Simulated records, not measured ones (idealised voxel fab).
The process module that follows is named voxel released beams.
For reference, the cross-section in this document is cut, with width 260 nm and square cells of 5 nm.
Cross-section layout: square cells on a grid; listed as bands, top to bottom; a band spans one or more cell rows.
Heads up on the band format: heights come first, top then bottom, in nm. After that it's the materials left to right, each with its width in nm. A single material flagged "edge to edge" fills the whole band edge to edge, and "blank" means there's empty space there.
Below 0: as-received wafer, all one material; heights counted from there. Lowest band: no bottom, goes on down, written "0 and below".
A width such as "30->40" changes by the same amount from each row of cells to the next, from the band's top row to its bottom row.
Where a step carries "no change occurred", the cross-section came out of it unchanged, cell for cell.
Entry "Closed void entries". Content: empty spaces with no open connection to the top, size 8 cells or greater. Each: width x height at distance. Distance: from left edge. Unit: nm.
Step line, after settings: the simulator's comment on this step.
"overlay nm" denotes, for a step that has a mask, the displacement of the mask to the right of its planned place, with negative values corresponding to the left.
# List of planned process steps
1: RECEIVE: material Si
2: CONFORMAL_DEP: material Al2O3, thk nm 5
3: DIRECTIONAL_DEP: material SiO2, thk nm 10
4: MASKED_ETCH: tone open, mask id ANCHOR, width nm 45, etch materials SiO2, depth nm 10, overlay nm 0
5: CONFORMAL_DEP: material polySi, thk nm 15
6: PATTERN: tone cover, mask id BEAM, material resist, width nm 130, thk nm 20, overlay nm 0
7: DIRECTIONAL_ETCH: etch materials polySi, depth nm 15
8: STRIP: etch materials resist
9: STRIP: etch materials SiO2
# first wafer, as planned
# Step 1 complete: cross-section of the wafer as received
* 0 and below  Si edge to edge
* Closed void entries: none
# Step 2 complete: cross-section through the wafer
* 5 down to 0  Al2O3 edge to edge
* Everything under 0 stays put, no change at all.
# Step 3 complete: cross-section through the wafer
* 15 down to 5  SiO2 edge to edge
* Everything under 5 stays put, no change at all.
# Step 4 complete: cross-section through the wafer
* 15 down to 5  SiO2 65, blank 45, SiO2 150
* Everything under 5 stays put, no change at all.
# Step 5 complete: cross-section through the wafer
* 30 down to 20  polySi 80, blank 15, polySi 165
* 20 down to 15  polySi edge to edge
* 15 down to 5  SiO2 65, polySi 45, SiO2 150
* Everything under 5 stays put, no change at all.
# Step 6 complete: cross-section through the wafer
* 50 down to 30  blank 60, resist 130, blank 70
* 30 down to 20  polySi 80, resist 15, polySi 165
* Everything under 20 stays put, no change at all.
# Step 7 complete: cross-section through the wafer
* 50 down to 30  blank 60, resist 130, blank 70
* 30 down to 20  blank 60, polySi 20, resist 15, polySi 95, blank 70
* 20 down to 15  blank 60, polySi 130, blank 70
* Everything under 15 stays put, no change at all.
# Step 8 complete: cross-section through the wafer
* 30 down to 20  blank 60, polySi 20, blank 15, polySi 95, blank 70
* Everything under 20 stays put, no change at all.
# Step 9 complete: cross-section through the wafer
* 30 down to 20  blank 60, polySi 20, blank 15, polySi 95, blank 70
* 20 down to 15  blank 60, polySi 130, blank 70
* 15 down to 5  blank 65, polySi 45, blank 150
* Everything under 5 stays put, no change at all.
# Second wafer - shared start and plan with the first - one error in running - same as the first up to step 3 inclusive
# Cross-sectional view of the second wafer at the intended end time of process step 4
* 15 down to 5  blank 65, SiO2 45, blank 150
* Everything under 5 stays put, no change at all.
# Cross-sectional view of the second wafer at the intended end time of process step 5
* 30 down to 20  blank 50, polySi 75, blank 135
* 20 down to 15  polySi edge to edge
* 15 down to 5  polySi 65, SiO2 45, polySi 150
* Everything under 5 stays put, no change at all.
# Cross-sectional view of the second wafer at the intended end time of process step 6
* 50 down to 30  blank 60, resist 130, blank 70
* 30 down to 20  blank 50, polySi 75, resist 65, blank 70
* Everything under 20 stays put, no change at all.
# Cross-sectional view of the second wafer at the intended end time of process step 7
* 50 down to 30  blank 60, resist 130, blank 70
* 30 down to 20  blank 60, polySi 65, resist 65, blank 70
* 20 down to 15  blank 60, polySi 130, blank 70
* 15 down to 5  blank 50, polySi 15, SiO2 45, polySi 80, blank 70
* Everything under 5 stays put, no change at all.
# Cross-sectional view of the second wafer at the intended end time of process step 8
* 30 down to 20  blank 60, polySi 65, blank 135
* Everything under 20 stays put, no change at all.
Cross-sectional view of the second wafer at the intended end time of process step 9: no change occurred
Which mistake was made when the wafer was run? step 4, actual vs plan mismatch, actual run MASKED_ETCH: tone cover, mask id ANCHOR, width nm 45, etch materials SiO2, depth nm 10, overlay nm 0
Final comparison by cell count, materials where the second wafer has more or fewer than the first: SiO2 +18
